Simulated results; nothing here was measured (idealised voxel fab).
process module | voxel quadruple lines
cross-section cut | 270 nm wide | cells 5 nm
A cross-section is a grid of square cells, given in bands from the top down. A band is one or more rows of cells.
Each band's line starts with the height of the band's top and of its bottom, in nm. Then come its materials from left to right, each with its width in nm. One material with "throughout" fills the band from edge to edge. "air" is empty space.
Height 0 is the level under which the wafer as received is all one material. The lowest band goes on downwards, as in "0 down".
A width such as "30 to 40" changes by the same amount from each row of cells to the next, from the band's top row to its bottom row.
"no change" after a step means that no cell of the cross-section changed.
closed voids: empty space of 8 cells or more with no open way to the top, each as width x height at its distance from the left edge, in nm
after a step's settings: what the simulator itself notes on the step
overlay nm, on a step with a mask: how far to the right of its planned place the mask lay; to the left if negative
plan
1 op RECEIVE | material Si
2 op CONFORMAL_DEP | material SiO2 | thk nm 10
3 op DIRECTIONAL_DEP | material TiN | thk nm 10
4 op DIRECTIONAL_DEP | material polySi | thk nm 15
5 op DIRECTIONAL_DEP | material aC | thk nm 20
6 op PATTERN | tone cover | mask id MANDREL | material resist | width nm 35 | thk nm 30 | overlay nm 0
7 op DIRECTIONAL_ETCH | etch materials aC | depth nm 20
8 op STRIP | etch materials resist
9 op CONFORMAL_DEP | material SiO2 | thk nm 15
10 op DIRECTIONAL_ETCH | etch materials SiO2 | depth nm 15
11 op STRIP | etch materials aC
12 op DIRECTIONAL_ETCH | etch materials polySi | depth nm 15
13 op STRIP | etch materials SiO2
14 op CONFORMAL_DEP | material SiN | thk nm 10
15 op DIRECTIONAL_ETCH | etch materials SiN | depth nm 10
16 op STRIP | etch materials polySi
17 op DIRECTIONAL_ETCH | etch materials TiN | depth nm 10
18 op STRIP | etch materials SiN
19 op FILL_DEP | material SiO2 | thk nm 5
20 op CMP | height nm 20
first wafer, as planned
as received, after step 1
  0 down: Si throughout
  closed voids: none
after step 2
  10 to 0: SiO2 throughout
  below 0: unchanged
after step 3
  20 to 10: TiN throughout
  below 10: unchanged
after step 4
  35 to 20: polySi throughout
  below 20: unchanged
after step 5
  55 to 35: aC throughout
  below 35: unchanged
after step 6
  85 to 55: air 115 | resist 35 | air 120
  below 55: unchanged
after step 7
  65 to 55: air 115 | resist 35 | air 120
  55 to 35: air 115 | aC 35 | air 120
  below 35: unchanged
after step 8
  55 to 35: air 115 | aC 35 | air 120
  below 35: unchanged
after step 9
  70 to 55: air 100 | SiO2 65 | air 105
  55 to 50: air 100 | SiO2 15 | aC 35 | SiO2 15 | air 105
  50 to 35: SiO2 115 | aC 35 | SiO2 120
  below 35: unchanged
after step 10
  55 to 35: air 100 | SiO2 15 | aC 35 | SiO2 15 | air 105
  below 35: unchanged
after step 11
  55 to 35: air 100 | SiO2 15 | air 35 | SiO2 15 | air 105
  below 35: unchanged
after step 12
  55 to 35: air 100 | SiO2 15 | air 35 | SiO2 15 | air 105
  35 to 20: air 100 | polySi 15 | air 35 | polySi 15 | air 105
  below 20: unchanged
after step 13
  35 to 20: air 100 | polySi 15 | air 35 | polySi 15 | air 105
  below 20: unchanged
after step 14
  45 to 35: air 90 | SiN 35 | air 15 | SiN 35 | air 95
  35 to 30: air 90 | SiN 10 | polySi 15 | SiN 10 | air 15 | SiN 10 | polySi 15 | SiN 10 | air 95
  30 to 20: SiN 100 | polySi 15 | SiN 35 | polySi 15 | SiN 105
  below 20: unchanged
after step 15
  35 to 20: air 90 | SiN 10 | polySi 15 | SiN 10 | air 15 | SiN 10 | polySi 15 | SiN 10 | air 95
  below 20: unchanged
after step 16
  35 to 20: air 90 | SiN 10 | air 15 | SiN 10 | air 15 | SiN 10 | air 15 | SiN 10 | air 95
  below 20: unchanged
after step 17
  35 to 20: air 90 | SiN 10 | air 15 | SiN 10 | air 15 | SiN 10 | air 15 | SiN 10 | air 95
  20 to 10: air 90 | TiN 10 | air 15 | TiN 10 | air 15 | TiN 10 | air 15 | TiN 10 | air 95
  below 10: unchanged
after step 18
  20 to 10: air 90 | TiN 10 | air 15 | TiN 10 | air 15 | TiN 10 | air 15 | TiN 10 | air 95
  below 10: unchanged
after step 19
  25 to 20: SiO2 throughout
  20 to 10: SiO2 90 | TiN 10 | SiO2 15 | TiN 10 | SiO2 15 | TiN 10 | SiO2 15 | TiN 10 | SiO2 95
  below 10: unchanged
after step 20
  20 to 10: SiO2 90 | TiN 10 | SiO2 15 | TiN 10 | SiO2 15 | TiN 10 | SiO2 15 | TiN 10 | SiO2 95
  below 10: unchanged
second wafer: like start, like plan, one mistake. Through step 19 it matches the first wafer
when step 20 should have ended
  10 to 0: SiO2 throughout
  below 0: unchanged
what went wrong: step 20 ran as: op CMP | height nm 10
at the end the second wafer has, in cells: 92 fewer of SiO2 | 16 fewer of TiN
